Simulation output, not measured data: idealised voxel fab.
The process module presented herein is designated voxel ribs on slabs.
Cross-sectional view cut (width: 160 nm; square cell size: 5 nm).
If you're reading a cross-section in this doc, picture square cells in a grid; it comes to you as bands, top ones listed first down to the bottom, and a band can be one or more rows of cells.
Look at the band entry: it leads with the top's height and the bottom's height in nm. Then it lists the materials left to right, with a width in nm for each. The word "throughout" on a single material says that material fills the band edge to edge. The word "empty" is empty space.
Basically, 0 is our baseline, since under it the wafer straight out of the box is all one material. The bottom band has no lower end and keeps on going down, so it looks like "0 nm and below".
The expression "30..40" gives the width at the extremes of the band, the first number at its top row of cells and the second at its bottom row, with the width changing by equal amounts from each row to the next in between.
Given "everything unchanged" for a step, no cell of the cross-section differs between before and after that step.
"Fully enclosed voids" lists enclosed empty spaces (at least 8 cells, no open path upward to the top), each as width x height at distance from the left edge, in nm.
Whatever follows a step's settings on its line is a remark the simulator itself makes about that step.
"overlay nm", when on a step's line for a step with a mask, measures how far to the right of its planned place the mask lay; a negative measure means to the left.
# The planned process steps are enumerated hereunder
1) RECEIVE: material Si
2) DIRECTIONAL_DEP: material SiO2, thk nm 25
3) DIRECTIONAL_DEP: material polySi, thk nm 20
4) MASKED_ETCH: tone cover, mask id RIB, width nm 20, etch materials polySi, depth nm 5, overlay nm 0
5) DIRECTIONAL_DEP: material aC, thk nm 10
6) PATTERN: tone cover, mask id SLAB, material resist, width nm 50, thk nm 25, overlay nm 0
7) DIRECTIONAL_ETCH: etch materials aC, depth nm 10
8) STRIP: etch materials resist
9) DIRECTIONAL_ETCH: etch materials polySi, depth nm 15
10) STRIP: etch materials aC
11) FILL_DEP: material SiO2, thk nm 25
12) CMP: height nm 60
13) DIRECTIONAL_DEP: material TiN, thk nm 5
14) DIRECTIONAL_DEP: material aC, thk nm 15
15) PATTERN: tone cover, mask id HEATER, material resist, width nm 30, thk nm 30, overlay nm 0
16) DIRECTIONAL_ETCH: etch materials aC, depth nm 15
17) STRIP: etch materials resist
18) DIRECTIONAL_ETCH: etch materials TiN, depth nm 5
19) STRIP: etch materials aC
20) CONFORMAL_DEP: material SiN, thk nm 10
# First out of two wafers; run went to plan
# Step 1 complete: cross-section of the wafer as received
  0 nm and below: Si throughout
  Fully enclosed voids: none
# Presented here is a cross-section of the wafer after step 2 has been performed
  25 nm to 0 nm: SiO2 throughout
  Anything lower than 0 is untouched.
# Presented here is a cross-section of the wafer after step 3 has been performed
  45 nm to 25 nm: polySi throughout
  Anything lower than 25 is untouched.
# Presented here is a cross-section of the wafer after step 4 has been performed
  45 nm to 40 nm: empty 70 nm, then polySi 20 nm, then empty 70 nm
  Anything lower than 40 is untouched.
# Presented here is a cross-section of the wafer after step 5 has been performed
  55 nm to 50 nm: empty 70 nm, then aC 20 nm, then empty 70 nm
  50 nm to 45 nm: aC throughout
  45 nm to 40 nm: aC 70 nm, then polySi 20 nm, then aC 70 nm
  Anything lower than 40 is untouched.
# Presented here is a cross-section of the wafer after step 6 has been performed
  80 nm to 55 nm: empty 55 nm, then resist 50 nm, then empty 55 nm
  55 nm to 50 nm: empty 55 nm, then resist 15 nm, then aC 20 nm, then resist 15 nm, then empty 55 nm
  Anything lower than 50 is untouched.
# Presented here is a cross-section of the wafer after step 7 has been performed
  70 nm to 55 nm: empty 55 nm, then resist 50 nm, then empty 55 nm
  55 nm to 50 nm: empty 55 nm, then resist 15 nm, then aC 20 nm, then resist 15 nm, then empty 55 nm
  50 nm to 45 nm: empty 55 nm, then aC 50 nm, then empty 55 nm
  45 nm to 40 nm: empty 55 nm, then aC 15 nm, then polySi 20 nm, then aC 15 nm, then empty 55 nm
  Anything lower than 40 is untouched.
# Presented here is a cross-section of the wafer after step 8 has been performed
  55 nm to 45 nm: empty 70..55 nm, then aC 20..50 nm, then empty 70..55 nm
  Anything lower than 45 is untouched.
# Presented here is a cross-section of the wafer after step 9 has been performed
  55 nm to 45 nm: empty 70..55 nm, then aC 20..50 nm, then empty 70..55 nm
  45 nm to 40 nm: empty 55 nm, then aC 15 nm, then polySi 20 nm, then aC 15 nm, then empty 55 nm
  40 nm to 25 nm: empty 55 nm, then polySi 50 nm, then empty 55 nm
  Anything lower than 25 is untouched.
# Presented here is a cross-section of the wafer after step 10 has been performed
  45 nm to 40 nm: empty 70 nm, then polySi 20 nm, then empty 70 nm
  Anything lower than 40 is untouched.
# Presented here is a cross-section of the wafer after step 11 has been performed
  70 nm to 45 nm: SiO2 throughout
  45 nm to 40 nm: SiO2 70 nm, then polySi 20 nm, then SiO2 70 nm
  40 nm to 25 nm: SiO2 55 nm, then polySi 50 nm, then SiO2 55 nm
  Anything lower than 25 is untouched.
# Presented here is a cross-section of the wafer after step 12 has been performed
  60 nm to 45 nm: SiO2 throughout
  Anything lower than 45 is untouched.
# Presented here is a cross-section of the wafer after step 13 has been performed
  65 nm to 60 nm: TiN throughout
  Anything lower than 60 is untouched.
# Presented here is a cross-section of the wafer after step 14 has been performed
  80 nm to 65 nm: aC throughout
  Anything lower than 65 is untouched.
# Presented here is a cross-section of the wafer after step 15 has been performed
  110 nm to 80 nm: empty 65 nm, then resist 30 nm, then empty 65 nm
  Anything lower than 80 is untouched.
# Presented here is a cross-section of the wafer after step 16 has been performed
  95 nm to 80 nm: empty 65 nm, then resist 30 nm, then empty 65 nm
  80 nm to 65 nm: empty 65 nm, then aC 30 nm, then empty 65 nm
  Anything lower than 65 is untouched.
# Presented here is a cross-section of the wafer after step 17 has been performed
  80 nm to 65 nm: empty 65 nm, then aC 30 nm, then empty 65 nm
  Anything lower than 65 is untouched.
# Presented here is a cross-section of the wafer after step 18 has been performed
  80 nm to 65 nm: empty 65 nm, then aC 30 nm, then empty 65 nm
  65 nm to 60 nm: empty 65 nm, then TiN 30 nm, then empty 65 nm
  Anything lower than 60 is untouched.
# Presented here is a cross-section of the wafer after step 19 has been performed
  65 nm to 60 nm: empty 65 nm, then TiN 30 nm, then empty 65 nm
  Anything lower than 60 is untouched.
# Presented here is a cross-section of the wafer after step 20 has been performed
  75 nm to 70 nm: empty 55 nm, then SiN 50 nm, then empty 55 nm
  70 nm to 65 nm: SiN throughout
  65 nm to 60 nm: SiN 65 nm, then TiN 30 nm, then SiN 65 nm
  Anything lower than 60 is untouched.
# Second wafer, same starting state and plan as the first, one mistake in the run, identical through step 1
# At the planned end of step 2, the second wafer in cross-section
  20 nm to 0 nm: polySi throughout
  Anything lower than 0 is untouched.
# At the planned end of step 3, the second wafer in cross-section
  45 nm to 20 nm: SiO2 throughout
  Anything lower than 20 is untouched.
At the planned end of step 4, the second wafer in cross-section: everything unchanged
# At the planned end of step 5, the second wafer in cross-section
  55 nm to 45 nm: aC throughout
  Anything lower than 45 is untouched.
# At the planned end of step 6, the second wafer in cross-section
  80 nm to 55 nm: empty 55 nm, then resist 50 nm, then empty 55 nm
  Anything lower than 55 is untouched.
# At the planned end of step 7, the second wafer in cross-section
  70 nm to 55 nm: empty 55 nm, then resist 50 nm, then empty 55 nm
  55 nm to 45 nm: empty 55 nm, then aC 50 nm, then empty 55 nm
  Anything lower than 45 is untouched.
# At the planned end of step 8, the second wafer in cross-section
  55 nm to 45 nm: empty 55 nm, then aC 50 nm, then empty 55 nm
  Anything lower than 45 is untouched.
At the planned end of step 9, the second wafer in cross-section: everything unchanged
# At the planned end of step 10, the second wafer in cross-section
  45 nm to 20 nm: SiO2 throughout
  Anything lower than 20 is untouched.
# At the planned end of step 11, the second wafer in cross-section
  70 nm to 20 nm: SiO2 throughout
  Anything lower than 20 is untouched.
# At the planned end of step 12, the second wafer in cross-section
  60 nm to 20 nm: SiO2 throughout
  Anything lower than 20 is untouched.
# At the planned end of step 13, the second wafer in cross-section
  65 nm to 60 nm: TiN throughout
  Anything lower than 60 is untouched.
# At the planned end of step 14, the second wafer in cross-section
  80 nm to 65 nm: aC throughout
  Anything lower than 65 is untouched.
# At the planned end of step 15, the second wafer in cross-section
  110 nm to 80 nm: empty 65 nm, then resist 30 nm, then empty 65 nm
  Anything lower than 80 is untouched.
# At the planned end of step 16, the second wafer in cross-section
  95 nm to 80 nm: empty 65 nm, then resist 30 nm, then empty 65 nm
  80 nm to 65 nm: empty 65 nm, then aC 30 nm, then empty 65 nm
  Anything lower than 65 is untouched.
# At the planned end of step 17, the second wafer in cross-section
  80 nm to 65 nm: empty 65 nm, then aC 30 nm, then empty 65 nm
  Anything lower than 65 is untouched.
# At the planned end of step 18, the second wafer in cross-section
  80 nm to 65 nm: empty 65 nm, then aC 30 nm, then empty 65 nm
  65 nm to 60 nm: empty 65 nm, then TiN 30 nm, then empty 65 nm
  Anything lower than 60 is untouched.
# At the planned end of step 19, the second wafer in cross-section
  65 nm to 60 nm: empty 65 nm, then TiN 30 nm, then empty 65 nm
  Anything lower than 60 is untouched.
# At the planned end of step 20, the second wafer in cross-section
  75 nm to 70 nm: empty 55 nm, then SiN 50 nm, then empty 55 nm
  70 nm to 65 nm: SiN throughout
  65 nm to 60 nm: SiN 65 nm, then TiN 30 nm, then SiN 65 nm
  Anything lower than 60 is untouched.
What went wrong in running the wafer? step 2 ran in the slot meant for step 3, and vice versa
At the finish, the second wafer shows more or fewer cells for some materials than the first does: SiO2: 94 fewer; polySi: 94 more
